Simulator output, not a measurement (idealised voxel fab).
voxel wiring stack: a process module
This is section cut - it's 220 nm across, gridded in 5 nm square cells.
Cross-section format: a grid of square cells, given as bands from top to bottom; each band is one or more rows of cells. In this notation a band is specified by the heights of its top and bottom, in that order and in nm, after which its materials appear from left to right, each paired with its width in nm. The word "edge to edge" attached to a single material means that material fills the band from edge to edge; the word "air" stands for empty space. It should be noted that heights are counted from 0, beneath which the wafer as supplied is of one material throughout, and that the lowest band possesses no lower boundary but continues downward, as written in "0 and below". Graded width ("30->40"): value in top row of band = first number; value in bottom row = second number; row-to-row change constant. "no change occurred" after a step means that no cell of the cross-section changed. In "Sealed void listing" the enclosed voids are listed, meaning empty spaces of 8 cells or larger without any opening to the top. The form is width x height at distance, distance from the left edge, units nm. Note: text after step settings on the step line = simulator remark on that step. You can add "overlay nm" to a step's line. For a step with a mask, it describes how far the mask lay to the right of its planned position, and a negative number describes a lay to the left.
plan:
1. RECEIVE with material Si
2. CONFORMAL_DEP with material SiO2, thk nm 15
3. DIRECTIONAL_DEP with material TiN, thk nm 5
4. DIRECTIONAL_DEP with material W, thk nm 15
5. DIRECTIONAL_DEP with material aC, thk nm 10
6. PATTERN with tone cover, mask id METAL_1, material resist, width nm 20, pitch nm 50, thk nm 25, overlay nm 0
7. DIRECTIONAL_ETCH with etch materials aC, depth nm 10
8. STRIP with etch materials resist
9. DIRECTIONAL_ETCH with etch materials W, depth nm 15
10. DIRECTIONAL_ETCH with etch materials TiN, depth nm 5
11. STRIP with etch materials aC
12. CONFORMAL_DEP with material SiN, thk nm 5
13. FILL_DEP with material SiO2, thk nm 10
14. CMP with height nm 35
15. CONFORMAL_DEP with material SiCN, thk nm 5
16. DIRECTIONAL_DEP with material lowk, thk nm 10
17. DIRECTIONAL_DEP with material aC, thk nm 15
18. PATTERN with tone open, mask id PLUG_1, material resist, width nm 15, pitch nm 50, thk nm 30, overlay nm 0
19. DIRECTIONAL_ETCH with etch materials aC, depth nm 15
20. STRIP with etch materials resist
21. DIRECTIONAL_ETCH with etch materials lowk, depth nm 10
22. DIRECTIONAL_ETCH with etch materials SiCN, depth nm 5
23. STRIP with etch materials aC
24. EPI with material Ru, thk nm 10
25. EPI with material Ru, thk nm 5
26. CONFORMAL_DEP with material SiCN, thk nm 5
27. DIRECTIONAL_DEP with material SiO2, thk nm 25
28. MASKED_ETCH with tone open, mask id METAL_2, width nm 20, pitch nm 50, etch materials SiO2, depth nm 25, overlay nm 0
29. MASKED_ETCH with tone open, mask id METAL_2, width nm 20, pitch nm 50, etch materials SiCN, depth nm 5, overlay nm 0
30. CONFORMAL_DEP with material TiN, thk nm 5
31. FILL_DEP with material W, thk nm 10
32. CMP with height nm 80
33. CONFORMAL_DEP with material SiCN, thk nm 5
34. DIRECTIONAL_DEP with material SiO2, thk nm 10
35. DIRECTIONAL_DEP with material aC, thk nm 15
36. PATTERN with tone open, mask id PLUG_2, material resist, width nm 15, pitch nm 50, thk nm 30, overlay nm 0
37. DIRECTIONAL_ETCH with etch materials aC, depth nm 15
38. STRIP with etch materials resist
39. DIRECTIONAL_ETCH with etch materials SiO2, depth nm 10
40. DIRECTIONAL_ETCH with etch materials SiCN, depth nm 5
41. STRIP with etch materials aC
42. EPI with material Ru, thk nm 10
43. EPI with material Ru, thk nm 5
44. DIRECTIONAL_DEP with material TiN, thk nm 5
45. DIRECTIONAL_DEP with material Ru, thk nm 20
46. MASKED_ETCH with tone cover, mask id METAL_3, width nm 20, pitch nm 50, etch materials Ru, depth nm 20, overlay nm 0
47. MASKED_ETCH with tone cover, mask id METAL_3, width nm 20, pitch nm 50, etch materials TiN, depth nm 5, overlay nm 0
48. CONFORMAL_DEP with material SiCN, thk nm 5
49. FILL_DEP with material SiO2, thk nm 10
50. CMP with height nm 120
51. CONFORMAL_DEP with material SiN, thk nm 5
The following pertains to the first of two wafers, which was processed as planned:
Wafer cross-section on receipt, i.e. after step 1:
	0 and below = Si edge to edge
	Sealed void listing: none
State of the wafer after step 2, shown in cross-section:
	15 down to 0 = SiO2 edge to edge
	At heights below 0, the structure remains unaltered.
State of the wafer after step 3, shown in cross-section:
	20 down to 15 = TiN edge to edge
	At heights below 15, the structure remains unaltered.
State of the wafer after step 4, shown in cross-section:
	35 down to 20 = W edge to edge
	At heights below 20, the structure remains unaltered.
State of the wafer after step 5, shown in cross-section:
	45 down to 35 = aC edge to edge
	At heights below 35, the structure remains unaltered.
State of the wafer after step 6, shown in cross-section:
	70 down to 45 = 75 air  20 resist  30 air  20 resist  75 air
	At heights below 45, the structure remains unaltered.
State of the wafer after step 7, shown in cross-section:
	60 down to 45 = 75 air  20 resist  30 air  20 resist  75 air
	45 down to 35 = 75 air  20 aC  30 air  20 aC  75 air
	At heights below 35, the structure remains unaltered.
State of the wafer after step 8, shown in cross-section:
	45 down to 35 = 75 air  20 aC  30 air  20 aC  75 air
	At heights below 35, the structure remains unaltered.
State of the wafer after step 9, shown in cross-section:
	45 down to 35 = 75 air  20 aC  30 air  20 aC  75 air
	35 down to 20 = 75 air  20 W  30 air  20 W  75 air
	At heights below 20, the structure remains unaltered.
State of the wafer after step 10, shown in cross-section:
	45 down to 35 = 75 air  20 aC  30 air  20 aC  75 air
	35 down to 20 = 75 air  20 W  30 air  20 W  75 air
	20 down to 15 = 75 air  20 TiN  30 air  20 TiN  75 air
	At heights below 15, the structure remains unaltered.
State of the wafer after step 11, shown in cross-section:
	35 down to 20 = 75 air  20 W  30 air  20 W  75 air
	At heights below 20, the structure remains unaltered.
State of the wafer after step 12, shown in cross-section:
	40 down to 35 = 70 air  30 SiN  20 air  30 SiN  70 air
	35 down to 20 = 70 air  5 SiN  20 W  5 SiN  20 air  5 SiN  20 W  5 SiN  70 air
	20 down to 15 = 75 SiN  20 TiN  30 SiN  20 TiN  75 SiN
	At heights below 15, the structure remains unaltered.
State of the wafer after step 13, shown in cross-section:
	50 down to 40 = SiO2 edge to edge
	40 down to 35 = 70 SiO2  30 SiN  20 SiO2  30 SiN  70 SiO2
	35 down to 20 = 70 SiO2  5 SiN  20 W  5 SiN  20 SiO2  5 SiN  20 W  5 SiN  70 SiO2
	At heights below 20, the structure remains unaltered.
State of the wafer after step 14, shown in cross-section:
	35 down to 20 = 70 SiO2  5 SiN  20 W  5 SiN  20 SiO2  5 SiN  20 W  5 SiN  70 SiO2
	At heights below 20, the structure remains unaltered.
State of the wafer after step 15, shown in cross-section:
	40 down to 35 = SiCN edge to edge
	At heights below 35, the structure remains unaltered.
State of the wafer after step 16, shown in cross-section:
	50 down to 40 = lowk edge to edge
	At heights below 40, the structure remains unaltered.
State of the wafer after step 17, shown in cross-section:
	65 down to 50 = aC edge to edge
	At heights below 50, the structure remains unaltered.
State of the wafer after step 18, shown in cross-section:
	95 down to 65 = 75 resist  15 air  35 resist  15 air  80 resist
	At heights below 65, the structure remains unaltered.
State of the wafer after step 19, shown in cross-section:
	80 down to 65 = 75 resist  15 air  35 resist  15 air  80 resist
	65 down to 50 = 75 aC  15 air  35 aC  15 air  80 aC
	At heights below 50, the structure remains unaltered.
State of the wafer after step 20, shown in cross-section:
	65 down to 50 = 75 aC  15 air  35 aC  15 air  80 aC
	At heights below 50, the structure remains unaltered.
State of the wafer after step 21, shown in cross-section:
	65 down to 50 = 75 aC  15 air  35 aC  15 air  80 aC
	50 down to 40 = 75 lowk  15 air  35 lowk  15 air  80 lowk
	At heights below 40, the structure remains unaltered.
State of the wafer after step 22, shown in cross-section:
	65 down to 50 = 75 aC  15 air  35 aC  15 air  80 aC
	50 down to 40 = 75 lowk  15 air  35 lowk  15 air  80 lowk
	40 down to 35 = 75 SiCN  15 air  35 SiCN  15 air  80 SiCN
	At heights below 35, the structure remains unaltered.
State of the wafer after step 23, shown in cross-section:
	50 down to 40 = 75 lowk  15 air  35 lowk  15 air  80 lowk
	At heights below 40, the structure remains unaltered.
State of the wafer after step 24, shown in cross-section:
	50 down to 45 = 75 lowk  15 air  35 lowk  15 air  80 lowk
	45 down to 40 = 75 lowk  15 Ru  35 lowk  15 Ru  80 lowk
	40 down to 35 = 75 SiCN  15 Ru  35 SiCN  15 Ru  80 SiCN
	At heights below 35, the structure remains unaltered.
State of the wafer after step 25, shown in cross-section:
	50 down to 40 = 75 lowk  15 Ru  35 lowk  15 Ru  80 lowk
	At heights below 40, the structure remains unaltered.
State of the wafer after step 26, shown in cross-section:
	55 down to 50 = SiCN edge to edge
	At heights below 50, the structure remains unaltered.
State of the wafer after step 27, shown in cross-section:
	80 down to 55 = SiO2 edge to edge
	At heights below 55, the structure remains unaltered.
State of the wafer after step 28, shown in cross-section:
	80 down to 55 = 75 SiO2  20 air  30 SiO2  20 air  75 SiO2
	At heights below 55, the structure remains unaltered.
State of the wafer after step 29, shown in cross-section:
	80 down to 55 = 75 SiO2  20 air  30 SiO2  20 air  75 SiO2
	55 down to 50 = 75 SiCN  20 air  30 SiCN  20 air  75 SiCN
	At heights below 50, the structure remains unaltered.
State of the wafer after step 30, shown in cross-section:
	85 down to 80 = 80 TiN  10 air  40 TiN  10 air  80 TiN
	80 down to 55 = 75 SiO2  5 TiN  10 air  5 TiN  30 SiO2  5 TiN  10 air  5 TiN  75 SiO2
	55 down to 50 = 75 SiCN  20 TiN  30 SiCN  20 TiN  75 SiCN
	At heights below 50, the structure remains unaltered.
State of the wafer after step 31, shown in cross-section:
	95 down to 85 = W edge to edge
	85 down to 80 = 80 TiN  10 W  40 TiN  10 W  80 TiN
	80 down to 55 = 75 SiO2  5 TiN  10 W  5 TiN  30 SiO2  5 TiN  10 W  5 TiN  75 SiO2
	At heights below 55, the structure remains unaltered.
State of the wafer after step 32, shown in cross-section:
	80 down to 55 = 75 SiO2  5 TiN  10 W  5 TiN  30 SiO2  5 TiN  10 W  5 TiN  75 SiO2
	At heights below 55, the structure remains unaltered.
State of the wafer after step 33, shown in cross-section:
	85 down to 80 = SiCN edge to edge
	At heights below 80, the structure remains unaltered.
State of the wafer after step 34, shown in cross-section:
	95 down to 85 = SiO2 edge to edge
	At heights below 85, the structure remains unaltered.
State of the wafer after step 35, shown in cross-section:
	110 down to 95 = aC edge to edge
	At heights below 95, the structure remains unaltered.
State of the wafer after step 36, shown in cross-section:
	140 down to 110 = 75 resist  15 air  35 resist  15 air  80 resist
	At heights below 110, the structure remains unaltered.
State of the wafer after step 37, shown in cross-section:
	125 down to 110 = 75 resist  15 air  35 resist  15 air  80 resist
	110 down to 95 = 75 aC  15 air  35 aC  15 air  80 aC
	At heights below 95, the structure remains unaltered.
State of the wafer after step 38, shown in cross-section:
	110 down to 95 = 75 aC  15 air  35 aC  15 air  80 aC
	At heights below 95, the structure remains unaltered.
State of the wafer after step 39, shown in cross-section:
	110 down to 95 = 75 aC  15 air  35 aC  15 air  80 aC
	95 down to 85 = 75 SiO2  15 air  35 SiO2  15 air  80 SiO2
	At heights below 85, the structure remains unaltered.
State of the wafer after step 40, shown in cross-section:
	110 down to 95 = 75 aC  15 air  35 aC  15 air  80 aC
	95 down to 85 = 75 SiO2  15 air  35 SiO2  15 air  80 SiO2
	85 down to 80 = 75 SiCN  15 air  35 SiCN  15 air  80 SiCN
	At heights below 80, the structure remains unaltered.
State of the wafer after step 41, shown in cross-section:
	95 down to 85 = 75 SiO2  15 air  35 SiO2  15 air  80 SiO2
	At heights below 85, the structure remains unaltered.
State of the wafer after step 42, shown in cross-section:
	95 down to 90 = 75 SiO2  15 air  35 SiO2  15 air  80 SiO2
	90 down to 85 = 75 SiO2  15 Ru  35 SiO2  15 Ru  80 SiO2
	85 down to 80 = 75 SiCN  15 Ru  35 SiCN  15 Ru  80 SiCN
	At heights below 80, the structure remains unaltered.
State of the wafer after step 43, shown in cross-section:
	95 down to 85 = 75 SiO2  15 Ru  35 SiO2  15 Ru  80 SiO2
	At heights below 85, the structure remains unaltered.
State of the wafer after step 44, shown in cross-section:
	100 down to 95 = TiN edge to edge
	At heights below 95, the structure remains unaltered.
State of the wafer after step 45, shown in cross-section:
	120 down to 100 = Ru edge to edge
	At heights below 100, the structure remains unaltered.
State of the wafer after step 46, shown in cross-section:
	120 down to 100 = 75 air  20 Ru  30 air  20 Ru  75 air
	At heights below 100, the structure remains unaltered.
State of the wafer after step 47, shown in cross-section:
	120 down to 100 = 75 air  20 Ru  30 air  20 Ru  75 air
	100 down to 95 = 75 air  20 TiN  30 air  20 TiN  75 air
	At heights below 95, the structure remains unaltered.
State of the wafer after step 48, shown in cross-section:
	125 down to 120 = 70 air  30 SiCN  20 air  30 SiCN  70 air
	120 down to 100 = 70 air  5 SiCN  20 Ru  5 SiCN  20 air  5 SiCN  20 Ru  5 SiCN  70 air
	100 down to 95 = 75 SiCN  20 TiN  30 SiCN  20 TiN  75 SiCN
	At heights below 95, the structure remains unaltered.
State of the wafer after step 49, shown in cross-section:
	135 down to 125 = SiO2 edge to edge
	125 down to 120 = 70 SiO2  30 SiCN  20 SiO2  30 SiCN  70 SiO2
	120 down to 100 = 70 SiO2  5 SiCN  20 Ru  5 SiCN  20 SiO2  5 SiCN  20 Ru  5 SiCN  70 SiO2
	At heights below 100, the structure remains unaltered.
State of the wafer after step 50, shown in cross-section:
	120 down to 100 = 70 SiO2  5 SiCN  20 Ru  5 SiCN  20 SiO2  5 SiCN  20 Ru  5 SiCN  70 SiO2
	At heights below 100, the structure remains unaltered.
State of the wafer after step 51, shown in cross-section:
	125 down to 120 = SiN edge to edge
	At heights below 120, the structure remains unaltered.
Regarding the second of the two wafers: it shared the first wafer's starting condition and process plan, yet one error occurred during its execution. Its history coincides with that of the first wafer up to and including step 41:
Cross-section of the second wafer corresponding to the planned conclusion of step 42:
	100 down to 95 = 70 air  25 Ru  25 air  25 Ru  75 air
	95 down to 85 = 75 SiO2  15 Ru  35 SiO2  15 Ru  80 SiO2
	85 down to 80 = 75 SiCN  15 Ru  35 SiCN  15 Ru  80 SiCN
	At heights below 80, the structure remains unaltered.
Cross-section of the second wafer corresponding to the planned conclusion of step 43:
	105 down to 95 = 65 air  35 Ru  15 air  35 Ru  70 air
	At heights below 95, the structure remains unaltered.
Cross-section of the second wafer corresponding to the planned conclusion of step 44:
	110 down to 105 = 65 air  35 TiN  15 air  35 TiN  70 air
	105 down to 100 = 65 air  35 Ru  15 air  35 Ru  70 air
	100 down to 95 = 65 TiN  35 Ru  15 TiN  35 Ru  70 TiN
	At heights below 95, the structure remains unaltered.
Cross-section of the second wafer corresponding to the planned conclusion of step 45:
	130 down to 120 = 65 air  35 Ru  15 air  35 Ru  70 air
	120 down to 110 = Ru edge to edge
	110 down to 105 = 65 Ru  35 TiN  15 Ru  35 TiN  70 Ru
	105 down to 100 = Ru edge to edge
	At heights below 100, the structure remains unaltered.
Cross-section of the second wafer corresponding to the planned conclusion of step 46:
	130 down to 110 = 75 air  20 Ru  30 air  20 Ru  75 air
	110 down to 105 = 65 air  35 TiN  15 air  35 TiN  70 air
	105 down to 100 = 65 air  35 Ru  15 air  35 Ru  70 air
	At heights below 100, the structure remains unaltered.
Cross-section of the second wafer corresponding to the planned conclusion of step 47:
	130 down to 110 = 75 air  20 Ru  30 air  20 Ru  75 air
	110 down to 105 = 75 air  20 TiN  30 air  20 TiN  75 air
	105 down to 95 = 65 air  35 Ru  15 air  35 Ru  70 air
	At heights below 95, the structure remains unaltered.
Cross-section of the second wafer corresponding to the planned conclusion of step 48:
	135 down to 130 = 70 air  30 SiCN  20 air  30 SiCN  70 air
	130 down to 110 = 70 air  5 SiCN  20 Ru  5 SiCN  20 air  5 SiCN  20 Ru  5 SiCN  70 air
	110 down to 105 = 60 air  15 SiCN  20 TiN  10 SiCN  5 air  15 SiCN  20 TiN  10 SiCN  65 air
	105 down to 100 = 60 air  5 SiCN  35 Ru  5 SiCN  5 air  5 SiCN  35 Ru  5 SiCN  65 air
	100 down to 95 = 65 SiCN  35 Ru  15 SiCN  35 Ru  70 SiCN
	At heights below 95, the structure remains unaltered.
Cross-section of the second wafer corresponding to the planned conclusion of step 49:
	145 down to 135 = SiO2 edge to edge
	135 down to 130 = 70 SiO2  30 SiCN  20 SiO2  30 SiCN  70 SiO2
	130 down to 110 = 70 SiO2  5 SiCN  20 Ru  5 SiCN  20 SiO2  5 SiCN  20 Ru  5 SiCN  70 SiO2
	110 down to 105 = 60 SiO2  15 SiCN  20 TiN  10 SiCN  5 SiO2  15 SiCN  20 TiN  10 SiCN  65 SiO2
	105 down to 100 = 60 SiO2  5 SiCN  35 Ru  5 SiCN  5 SiO2  5 SiCN  35 Ru  5 SiCN  65 SiO2
	At heights below 100, the structure remains unaltered.
Cross-section of the second wafer corresponding to the planned conclusion of step 50:
	120 down to 110 = 70 SiO2  5 SiCN  20 Ru  5 SiCN  20 SiO2  5 SiCN  20 Ru  5 SiCN  70 SiO2
	At heights below 110, the structure remains unaltered.
Cross-section of the second wafer corresponding to the planned conclusion of step 51:
	125 down to 120 = SiN edge to edge
	At heights below 120, the structure remains unaltered.
What went wrong in running the wafer? step 42 from the plan got run twice
In the final state, the cell counts of the second wafer exceed or fall short of those of the first for the following materials: 12 more of Ru; 12 fewer of SiO2
